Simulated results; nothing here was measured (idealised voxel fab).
The following is a process module called voxel wiring stack.
We display cut, a cross-section 210 nm in width whose square cells are each 5 nm.
Reading order for cross-sections: top band down to bottom band. Underlying form: a grid of square cells. Band size: one or more rows of cells.
Per band: top height and bottom height in nm, followed by the left-to-right materials and their widths in nm; "full width" marks a single material spanning edge to edge, "empty" marks empty space.
Convention: height 0 is the level below which the wafer, as received, is all one material. The lowest band does not terminate at the bottom but continues downward, represented as "from 0 down".
When a width is written as two numbers, as in "30 to 40", the first number is the width in the top row of cells of the band and the second is the width in its bottom row, and the width changes by the same amount from each row to the next.
Take "left unchanged" at face value: in the step it is given for, the cross-section changed in none of its cells.
Each empty space that has no open way to the top and spans at least 8 cells appears under "Closed void inventory" as width x height at distance, the distance counted from the left edge, all in nm.
Post-settings text on a step line: simulator's own remark regarding the step.
If you see "overlay nm" on a step's line and that step has a mask, it's telling you how far right of where it was planned the mask ended up; a negative number means it went left instead.

The process steps that were planned are listed below
1,RECEIVE,material Si
2,CONFORMAL_DEP,material SiO2,thk nm 10
3,CONFORMAL_DEP,material SiCN,thk nm 5
4,DIRECTIONAL_DEP,material SiO2,thk nm 25
5,PATTERN,tone open,mask id METAL_1,material resist,width nm 30,pitch nm 60,thk nm 20,overlay nm 0
6,DIRECTIONAL_ETCH,etch materials SiO2,depth nm 25
7,DIRECTIONAL_ETCH,etch materials SiCN,depth nm 5
8,STRIP,etch materials resist
9,CONFORMAL_DEP,material TiN,thk nm 5
10,FILL_DEP,material Cu,thk nm 5
11,CMP,height nm 40
12,CONFORMAL_DEP,material SiCN,thk nm 5
13,DIRECTIONAL_DEP,material lowk,thk nm 25
14,PATTERN,tone open,mask id METAL_2_HOLES,material resist,width nm 15,pitch nm 60,thk nm 20,overlay nm 0
15,DIRECTIONAL_ETCH,etch materials lowk,depth nm 25
16,STRIP,etch materials resist
17,PATTERN,tone open,mask id METAL_2,material resist,width nm 30,pitch nm 60,thk nm 20,overlay nm 0
18,DIRECTIONAL_ETCH,etch materials lowk,depth nm 15
19,DIRECTIONAL_ETCH,etch materials SiCN,depth nm 5
20,STRIP,etch materials resist
21,CONFORMAL_DEP,material TiN,thk nm 5
22,FILL_DEP,material Ru,thk nm 10
23,CMP,height nm 70
24,CONFORMAL_DEP,material SiCN,thk nm 5
25,DIRECTIONAL_DEP,material SiO2,thk nm 15
26,PATTERN,tone open,mask id PLUG_2,material resist,width nm 15,thk nm 15,overlay nm 0
27,DIRECTIONAL_ETCH,etch materials SiO2,depth nm 15
28,DIRECTIONAL_ETCH,etch materials SiCN,depth nm 5
29,STRIP,etch materials resist
30,EPI,material Ru,thk nm 10
31,EPI,material Ru,thk nm 10
32,DIRECTIONAL_DEP,material TiN,thk nm 5
33,DIRECTIONAL_DEP,material Ru,thk nm 20
34,PATTERN,tone cover,mask id METAL_3,material resist,width nm 30,pitch nm 60,thk nm 20,overlay nm 0
35,DIRECTIONAL_ETCH,etch materials Ru,depth nm 20
36,DIRECTIONAL_ETCH,etch materials TiN,depth nm 5
37,STRIP,etch materials resist
38,CONFORMAL_DEP,material SiCN,thk nm 5
39,FILL_DEP,material SiO2,thk nm 10
40,CMP,height nm 115
41,CONFORMAL_DEP,material SiCN,thk nm 5
42,DIRECTIONAL_DEP,material SiO2,thk nm 30
43,PATTERN,tone open,mask id METAL_4_HOLES,material resist,width nm 15,pitch nm 60,thk nm 15,overlay nm 0
44,DIRECTIONAL_ETCH,etch materials SiO2,depth nm 30
45,STRIP,etch materials resist
46,MASKED_ETCH,tone open,mask id METAL_4,width nm 30,pitch nm 60,etch materials SiO2,depth nm 15,overlay nm 0
47,MASKED_ETCH,tone open,mask id METAL_4,width nm 30,pitch nm 60,etch materials SiCN,depth nm 5,overlay nm 0
48,CONFORMAL_DEP,material TiN,thk nm 5
49,FILL_DEP,material Cu,thk nm 10
50,CMP,height nm 150
51,CONFORMAL_DEP,material SiCN,thk nm 5

Shown in cross-section is the wafer as received, that is, as it stands after step 1
  from 0 down: Si full width
  Closed void inventory: none

Cross-sectional result after module completion. Note: starting condition and plan are unchanged from above; one processing mistake was made
  from 155 to 150: SiCN full width
  from 150 to 140: SiO2 60 | TiN 5 | Cu 20 | TiN 5 | SiO2 30 | TiN 5 | Cu 20 | TiN 5 | SiO2 60
  from 140 to 135: SiO2 60 | TiN 5 | Cu 5 | TiN 20 | SiO2 30 | TiN 5 | Cu 5 | TiN 20 | SiO2 60
  from 135 to 120: SiO2 60 | TiN 5 | Cu 5 | TiN 5 | SiO2 45 | TiN 5 | Cu 5 | TiN 5 | SiO2 75
  from 120 to 115: SiCN 60 | TiN 15 | SiCN 45 | TiN 15 | SiCN 75
  from 115 to 110: SiO2 55 | SiCN 5 | Ru 30 | SiCN 5 | SiO2 20 | SiCN 5 | Ru 30 | SiCN 5 | SiO2 55
  from 110 to 105: SiCN 60 | Ru 15 | TiN 15 | SiCN 30 | TiN 30 | SiCN 60
  from 105 to 95: SiO2 60 | Ru 15 | SiO2 135
  from 95 to 90: SiO2 60 | TiN 15 | SiO2 135
  from 90 to 75: SiO2 full width
  from 75 to 70: SiCN full width
  from 70 to 60: lowk 60 | TiN 5 | Ru 20 | TiN 5 | lowk 30 | TiN 5 | Ru 20 | TiN 5 | lowk 60
  from 60 to 55: lowk 60 | TiN 5 | Ru 5 | TiN 20 | lowk 30 | TiN 5 | Ru 5 | TiN 20 | lowk 60
  from 55 to 45: lowk 60 | TiN 5 | Ru 5 | TiN 5 | lowk 45 | TiN 5 | Ru 5 | TiN 5 | lowk 75
  from 45 to 40: SiCN 60 | TiN 15 | SiCN 45 | TiN 15 | SiCN 75
  from 40 to 15: SiO2 60 | TiN 5 | Cu 20 | TiN 5 | SiO2 30 | TiN 5 | Cu 20 | TiN 5 | SiO2 60
  from 15 to 10: SiCN 60 | TiN 30 | SiCN 30 | TiN 30 | SiCN 60
  from 10 to 0: SiO2 full width
  from 0 down: Si full width
  Closed void inventory: none
Processing error: step 25 of the plan saw execution twice
